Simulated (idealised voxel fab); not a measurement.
You're looking at the process module voxel trench capacitor.
It is cross-section cut that appears here, measuring 270 nm in width, its square cells being 5 nm in size.
If you're reading a cross-section in this doc, picture square cells in a grid; it comes to you as bands, top ones listed first down to the bottom, and a band can be one or more rows of cells.
Each band's line starts with the height of the band's top and of its bottom, in nm. Then come its materials from left to right, each with its width in nm. One material with "all across" fills the band from edge to edge. "blank" is empty space.
Measure heights from 0. That's the level where, below it, the as-received wafer is all one material. The lowest band is bottomless and extends downward; write it as in "0..down".
Width: "30->40" (first number = top row, second number = bottom row, same change from row to row of cells).
Where a step carries "changes: none", the cross-section came out of it unchanged, cell for cell.
The list in "Enclosed empty spaces" covers empty spaces of 8 cells or more that cannot reach the top through any open way, and it gives each as width x height at distance; the distance is from the left edge, and width, height and distance are in nm.
On each step's line, the part that comes after the settings is the simulator's own comment on the step.
"overlay nm", when on a step's line for a step with a mask, measures how far to the right of its planned place the mask lay; a negative measure means to the left.
How should the pairs below be read? Each gives the cross-section before one process step and the cross-section after it, the latter drawn only to the lowest band that changed; the step that lies between them, with its settings, appears under the pair. Does a pair pick up where the pair above left off? Only where its entry headed "Status quo ante" says so, since pairs can come from different runs of this module on the same starting wafer.

STATUS QUO ANTE
    0..down  Si all across
    Enclosed empty spaces: none

SECTIONAL VIEW, POST-PROCESS
    5..0  SiN all across
    Everything below 0 is unchanged.
    Enclosed empty spaces: none
Quick note on the step between the two cross-sections above: CONFORMAL_DEP: material SiN, thk nm 5

Status quo ante: The prior state of this step coincides with the post-step cross-section of the pair just above.

SECTIONAL VIEW, POST-PROCESS
    5..0  SiN (85), blank (15), SiN (25), blank (15), SiN (25), blank (15), SiN (90)
    Everything below 0 is unchanged.
    Enclosed empty spaces: none
Quick note on the step between the two cross-sections above: MASKED_ETCH: tone open, mask id TRENCH, width nm 15, pitch nm 40, etch materials SiN, depth nm 5, overlay nm 0

Status quo ante: The prior state of this step coincides with the post-step cross-section of the pair just above.

SECTIONAL VIEW, POST-PROCESS
    5..0  SiN (85), blank (15), SiN (25), blank (15), SiN (25), blank (15), SiN (90)
    0..-30  Si (85), blank (15), Si (25), blank (15), Si (25), blank (15), Si (90)
    Everything below -30 is unchanged.
    Enclosed empty spaces: none
Quick note on the step between the two cross-sections above: MASKED_ETCH: tone open, mask id TRENCH, width nm 15, pitch nm 40, etch materials Si, depth nm 30, overlay nm 0

Status quo ante: The prior state of this step coincides with the post-step cross-section of the pair just above.

SECTIONAL VIEW, POST-PROCESS
    10..5  Al2O3 (90), blank (5), Al2O3 (35), blank (5), Al2O3 (35), blank (5), Al2O3 (95)
    5..0  SiN (85), Al2O3 (5), blank (5), Al2O3 (5), SiN (25), Al2O3 (5), blank (5), Al2O3 (5), SiN (25), Al2O3 (5), blank (5), Al2O3 (5), SiN (90)
    0..-25  Si (85), Al2O3 (5), blank (5), Al2O3 (5), Si (25), Al2O3 (5), blank (5), Al2O3 (5), Si (25), Al2O3 (5), blank (5), Al2O3 (5), Si (90)
    -25..-30  Si (85), Al2O3 (15), Si (25), Al2O3 (15), Si (25), Al2O3 (15), Si (90)
    Everything below -30 is unchanged.
    Enclosed empty spaces: none
Quick note on the step between the two cross-sections above: CONFORMAL_DEP: material Al2O3, thk nm 5

Status quo ante: The prior state of this step coincides with the post-step cross-section of the pair just above.

SECTIONAL VIEW, POST-PROCESS
    20..10  polySi all across
    10..5  Al2O3 (90), polySi (5), Al2O3 (35), polySi (5), Al2O3 (35), polySi (5), Al2O3 (95)
    5..0  SiN (85), Al2O3 (5), polySi (5), Al2O3 (5), SiN (25), Al2O3 (5), polySi (5), Al2O3 (5), SiN (25), Al2O3 (5), polySi (5), Al2O3 (5), SiN (90)
    0..-25  Si (85), Al2O3 (5), polySi (5), Al2O3 (5), Si (25), Al2O3 (5), polySi (5), Al2O3 (5), Si (25), Al2O3 (5), polySi (5), Al2O3 (5), Si (90)
    Everything below -25 is unchanged.
    Enclosed empty spaces: none
Quick note on the step between the two cross-sections above: FILL_DEP: material polySi, thk nm 10

Status quo ante: The prior state of this step coincides with the post-step cross-section of the pair just above.

SECTIONAL VIEW, POST-PROCESS
    5..0  SiN (85), Al2O3 (5), polySi (5), Al2O3 (5), SiN (25), Al2O3 (5), polySi (5), Al2O3 (5), SiN (25), Al2O3 (5), polySi (5), Al2O3 (5), SiN (90)
    Everything below 0 is unchanged.
    Enclosed empty spaces: none
Quick note on the step between the two cross-sections above: CMP: height nm 5

STATUS QUO ANTE
    5..0  SiN (85), blank (15), SiN (25), blank (15), SiN (25), blank (15), SiN (90)
    0..-30  Si (85), blank (15), Si (25), blank (15), Si (25), blank (15), Si (90)
    -30..down  Si all across
    Enclosed empty spaces: none

SECTIONAL VIEW, POST-PROCESS
    5..0  SiN (85), blank (15), SiN (25), blank (15), SiN (25), blank (15), SiN (90)
    0..-60  Si (85), blank (15), Si (25), blank (15), Si (25), blank (15), Si (90)
    Everything below -60 is unchanged.
    Enclosed empty spaces: none
Quick note on the step between the two cross-sections above: MASKED_ETCH: tone open, mask id TRENCH, width nm 15, pitch nm 40, etch materials Si, depth nm 30, overlay nm 0

Status quo ante: The prior state of this step coincides with the post-step cross-section of the pair just above.

SECTIONAL VIEW, POST-PROCESS
    10..5  Al2O3 (90), blank (5), Al2O3 (35), blank (5), Al2O3 (35), blank (5), Al2O3 (95)
    5..0  SiN (85), Al2O3 (5), blank (5), Al2O3 (5), SiN (25), Al2O3 (5), blank (5), Al2O3 (5), SiN (25), Al2O3 (5), blank (5), Al2O3 (5), SiN (90)
    0..-55  Si (85), Al2O3 (5), blank (5), Al2O3 (5), Si (25), Al2O3 (5), blank (5), Al2O3 (5), Si (25), Al2O3 (5), blank (5), Al2O3 (5), Si (90)
    -55..-60  Si (85), Al2O3 (15), Si (25), Al2O3 (15), Si (25), Al2O3 (15), Si (90)
    Everything below -60 is unchanged.
    Enclosed empty spaces: none
Quick note on the step between the two cross-sections above: CONFORMAL_DEP: material Al2O3, thk nm 5

Status quo ante: The prior state of this step coincides with the post-step cross-section of the pair just above.

SECTIONAL VIEW, POST-PROCESS
    20..10  polySi all across
    10..5  Al2O3 (90), polySi (5), Al2O3 (35), polySi (5), Al2O3 (35), polySi (5), Al2O3 (95)
    5..0  SiN (85), Al2O3 (5), polySi (5), Al2O3 (5), SiN (25), Al2O3 (5), polySi (5), Al2O3 (5), SiN (25), Al2O3 (5), polySi (5), Al2O3 (5), SiN (90)
    0..-55  Si (85), Al2O3 (5), polySi (5), Al2O3 (5), Si (25), Al2O3 (5), polySi (5), Al2O3 (5), Si (25), Al2O3 (5), polySi (5), Al2O3 (5), Si (90)
    Everything below -55 is unchanged.
    Enclosed empty spaces: none
Quick note on the step between the two cross-sections above: FILL_DEP: material polySi, thk nm 10

Status quo ante: The prior state of this step coincides with the post-step cross-section of the pair just above.

SECTIONAL VIEW, POST-PROCESS
    5..0  SiN (85), Al2O3 (5), polySi (5), Al2O3 (5), SiN (25), Al2O3 (5), polySi (5), Al2O3 (5), SiN (25), Al2O3 (5), polySi (5), Al2O3 (5), SiN (90)
    Everything below 0 is unchanged.
    Enclosed empty spaces: none
Quick note on the step between the two cross-sections above: CMP: height nm 5

STATUS QUO ANTE
    20..10  polySi all across
    10..5  Al2O3 (90), polySi (5), Al2O3 (35), polySi (5), Al2O3 (35), polySi (5), Al2O3 (95)
    5..0  SiN (85), Al2O3 (5), polySi (5), Al2O3 (5), SiN (25), Al2O3 (5), polySi (5), Al2O3 (5), SiN (25), Al2O3 (5), polySi (5), Al2O3 (5), SiN (90)
    0..-25  Si (85), Al2O3 (5), polySi (5), Al2O3 (5), Si (25), Al2O3 (5), polySi (5), Al2O3 (5), Si (25), Al2O3 (5), polySi (5), Al2O3 (5), Si (90)
    -25..-30  Si (85), Al2O3 (15), Si (25), Al2O3 (15), Si (25), Al2O3 (15), Si (90)
    -30..down  Si all across
    Enclosed empty spaces: none

SECTIONAL VIEW, POST-PROCESS
    -5..-25  Si (85), Al2O3 (5), polySi (5), Al2O3 (5), Si (25), Al2O3 (5), polySi (5), Al2O3 (5), Si (25), Al2O3 (5), polySi (5), Al2O3 (5), Si (90)
    Everything below -25 is unchanged.
    Enclosed empty spaces: none
Quick note on the step between the two cross-sections above: CMP: height nm -5

STATUS QUO ANTE
    5..0  SiN all across
    0..down  Si all across
    Enclosed empty spaces: none

SECTIONAL VIEW, POST-PROCESS
    5..0  SiN (80), blank (25), SiN (15), blank (25), SiN (15), blank (25), SiN (85)
    Everything below 0 is unchanged.
    Enclosed empty spaces: none
Quick note on the step between the two cross-sections above: MASKED_ETCH: tone open, mask id TRENCH, width nm 25, pitch nm 40, etch materials SiN, depth nm 5, overlay nm 0

Status quo ante: The prior state of this step coincides with the post-step cross-section of the pair just above.

SECTIONAL VIEW, POST-PROCESS
    5..0  SiN (80), blank (25), SiN (15), blank (25), SiN (15), blank (25), SiN (85)
    0..-30  Si (85), blank (15), Si (25), blank (15), Si (25), blank (15), Si (90)
    Everything below -30 is unchanged.
    Enclosed empty spaces: none
Quick note on the step between the two cross-sections above: MASKED_ETCH: tone open, mask id TRENCH, width nm 15, pitch nm 40, etch materials Si, depth nm 30, overlay nm 0

Status quo ante: The prior state of this step coincides with the post-step cross-section of the pair just above.

SECTIONAL VIEW, POST-PROCESS
    10..5  Al2O3 (85), blank (15), Al2O3 (25), blank (15), Al2O3 (25), blank (15), Al2O3 (90)
    5..0  SiN (80), Al2O3 (10), blank (5), Al2O3 (10), SiN (15), Al2O3 (10), blank (5), Al2O3 (10), SiN (15), Al2O3 (10), blank (5), Al2O3 (10), SiN (85)
    0..-25  Si (85), Al2O3 (5), blank (5), Al2O3 (5), Si (25), Al2O3 (5), blank (5), Al2O3 (5), Si (25), Al2O3 (5), blank (5), Al2O3 (5), Si (90)
    -25..-30  Si (85), Al2O3 (15), Si (25), Al2O3 (15), Si (25), Al2O3 (15), Si (90)
    Everything below -30 is unchanged.
    Enclosed empty spaces: none
Quick note on the step between the two cross-sections above: CONFORMAL_DEP: material Al2O3, thk nm 5

Status quo ante: The prior state of this step coincides with the post-step cross-section of the pair just above.

SECTIONAL VIEW, POST-PROCESS
    20..10  polySi all across
    10..5  Al2O3 (85), polySi (15), Al2O3 (25), polySi (15), Al2O3 (25), polySi (15), Al2O3 (90)
    5..0  SiN (80), Al2O3 (10), polySi (5), Al2O3 (10), SiN (15), Al2O3 (10), polySi (5), Al2O3 (10), SiN (15), Al2O3 (10), polySi (5), Al2O3 (10), SiN (85)
    0..-25  Si (85), Al2O3 (5), polySi (5), Al2O3 (5), Si (25), Al2O3 (5), polySi (5), Al2O3 (5), Si (25), Al2O3 (5), polySi (5), Al2O3 (5), Si (90)
    Everything below -25 is unchanged.
    Enclosed empty spaces: none
Quick note on the step between the two cross-sections above: FILL_DEP: material polySi, thk nm 10

Status quo ante: The prior state of this step coincides with the post-step cross-section of the pair just above.

SECTIONAL VIEW, POST-PROCESS
    5..0  SiN (80), Al2O3 (10), polySi (5), Al2O3 (10), SiN (15), Al2O3 (10), polySi (5), Al2O3 (10), SiN (15), Al2O3 (10), polySi (5), Al2O3 (10), SiN (85)
    Everything below 0 is unchanged.
    Enclosed empty spaces: none
Quick note on the step between the two cross-sections above: CMP: height nm 5

STATUS QUO ANTE
    5..0  SiN all across
    0..down  Si all across
    Enclosed empty spaces: none

SECTIONAL VIEW, POST-PROCESS
    5..0  SiN (80), blank (15), SiN (25), blank (15), SiN (25), blank (15), SiN (95)
    Everything below 0 is unchanged.
    Enclosed empty spaces: none
Quick note on the step between the two cross-sections above: MASKED_ETCH: tone open, mask id TRENCH, width nm 15, pitch nm 40, etch materials SiN, depth nm 5, overlay nm -5

Status quo ante: The prior state of this step coincides with the post-step cross-section of the pair just above.

SECTIONAL VIEW, POST-PROCESS
    5..0  SiN (80), blank (15), SiN (25), blank (15), SiN (25), blank (15), SiN (95)
    0..-30  Si (85), blank (10), Si (30), blank (10), Si (30), blank (10), Si (95)
    Everything below -30 is unchanged.
    Enclosed empty spaces: none
Quick note on the step between the two cross-sections above: MASKED_ETCH: tone open, mask id TRENCH, width nm 15, pitch nm 40, etch materials Si, depth nm 30, overlay nm 0

Status quo ante: The prior state of this step coincides with the post-step cross-section of the pair just above.

SECTIONAL VIEW, POST-PROCESS
    10..5  Al2O3 (85), blank (5), Al2O3 (35), blank (5), Al2O3 (35), blank (5), Al2O3 (100)
    5..0  SiN (80), Al2O3 (15), SiN (25), Al2O3 (15), SiN (25), Al2O3 (15), SiN (95)
    0..-30  Si (85), Al2O3 (10), Si (30), Al2O3 (10), Si (30), Al2O3 (10), Si (95)
    Everything below -30 is unchanged.
    Enclosed empty spaces: none
Quick note on the step between the two cross-sections above: CONFORMAL_DEP: material Al2O3, thk nm 5

Status quo ante: The prior state of this step coincides with the post-step cross-section of the pair just above.

SECTIONAL VIEW, POST-PROCESS
    20..10  polySi all across
    10..5  Al2O3 (85), polySi (5), Al2O3 (35), polySi (5), Al2O3 (35), polySi (5), Al2O3 (100)
    Everything below 5 is unchanged.
    Enclosed empty spaces: none
Quick note on the step between the two cross-sections above: FILL_DEP: material polySi, thk nm 10

Status quo ante: The prior state of this step coincides with the post-step cross-section of the pair just above.

SECTIONAL VIEW, POST-PROCESS
    5..0  SiN (80), Al2O3 (15), SiN (25), Al2O3 (15), SiN (25), Al2O3 (15), SiN (95)
    Everything below 0 is unchanged.
    Enclosed empty spaces: none
Quick note on the step between the two cross-sections above: CMP: height nm 5

STATUS QUO ANTE
    10..5  Al2O3 (90), blank (5), Al2O3 (35), blank (5), Al2O3 (35), blank (5), Al2O3 (95)
    5..0  SiN (85), Al2O3 (5), blank (5), Al2O3 (5), SiN (25), Al2O3 (5), blank (5), Al2O3 (5), SiN (25), Al2O3 (5), blank (5), Al2O3 (5), SiN (90)
    0..-25  Si (85), Al2O3 (5), blank (5), Al2O3 (5), Si (25), Al2O3 (5), blank (5), Al2O3 (5), Si (25), Al2O3 (5), blank (5), Al2O3 (5), Si (90)
    -25..-30  Si (85), Al2O3 (15), Si (25), Al2O3 (15), Si (25), Al2O3 (15), Si (90)
    -30..down  Si all across
    Enclosed empty spaces: none

SECTIONAL VIEW, POST-PROCESS
    20..10  SiN all across
    10..5  Al2O3 (90), SiN (5), Al2O3 (35), SiN (5), Al2O3 (35), SiN (5), Al2O3 (95)
    5..0  SiN (85), Al2O3 (5), SiN (5), Al2O3 (5), SiN (25), Al2O3 (5), SiN (5), Al2O3 (5), SiN (25), Al2O3 (5), SiN (5), Al2O3 (5), SiN (90)
    0..-25  Si (85), Al2O3 (5), SiN (5), Al2O3 (5), Si (25), Al2O3 (5), SiN (5), Al2O3 (5), Si (25), Al2O3 (5), SiN (5), Al2O3 (5), Si (90)
    Everything below -25 is unchanged.
    Enclosed empty spaces: none
Quick note on the step between the two cross-sections above: FILL_DEP: material SiN, thk nm 10

Status quo ante: The prior state of this step coincides with the post-step cross-section of the pair just above.

SECTIONAL VIEW, POST-PROCESS
    5..0  SiN (85), Al2O3 (5), SiN (5), Al2O3 (5), SiN (25), Al2O3 (5), SiN (5), Al2O3 (5), SiN (25), Al2O3 (5), SiN (5), Al2O3 (5), SiN (90)
    Everything below 0 is unchanged.
    Enclosed empty spaces: none
Quick note on the step between the two cross-sections above: CMP: height nm 5

STATUS QUO ANTE
    5..0  SiN all across
    0..down  Si all across
    Enclosed empty spaces: none

SECTIONAL VIEW, POST-PROCESS
    5..0  blank (85), SiN (15), blank (25), SiN (15), blank (25), SiN (15), blank (90)
    Everything below 0 is unchanged.
    Enclosed empty spaces: none
Quick note on the step between the two cross-sections above: MASKED_ETCH: tone cover, mask id TRENCH, width nm 15, pitch nm 40, etch materials SiN, depth nm 5, overlay nm 0

Status quo ante: The prior state of this step coincides with the post-step cross-section of the pair just above.

SECTIONAL VIEW, POST-PROCESS
    10..5  blank (80), Al2O3 (25), blank (15), Al2O3 (25), blank (15), Al2O3 (25), blank (85)
    5..0  Al2O3 (85), SiN (15), Al2O3 (25), SiN (15), Al2O3 (25), SiN (15), Al2O3 (90)
    Everything below 0 is unchanged.
    Enclosed empty spaces: none
Quick note on the step between the two cross-sections above: CONFORMAL_DEP: material Al2O3, thk nm 5

Status quo ante: The prior state of this step coincides with the post-step cross-section of the pair just above.

SECTIONAL VIEW, POST-PROCESS
    20..10  polySi all across
    10..5  polySi (80), Al2O3 (25), polySi (15), Al2O3 (25), polySi (15), Al2O3 (25), polySi (85)
    Everything below 5 is unchanged.
    Enclosed empty spaces: none
Quick note on the step between the two cross-sections above: FILL_DEP: material polySi, thk nm 10

Status quo ante: The prior state of this step coincides with the post-step cross-section of the pair just above.

SECTIONAL VIEW, POST-PROCESS
    5..0  Al2O3 (85), SiN (15), Al2O3 (25), SiN (15), Al2O3 (25), SiN (15), Al2O3 (90)
    Everything below 0 is unchanged.
    Enclosed empty spaces: none
Quick note on the step between the two cross-sections above: CMP: height nm 5
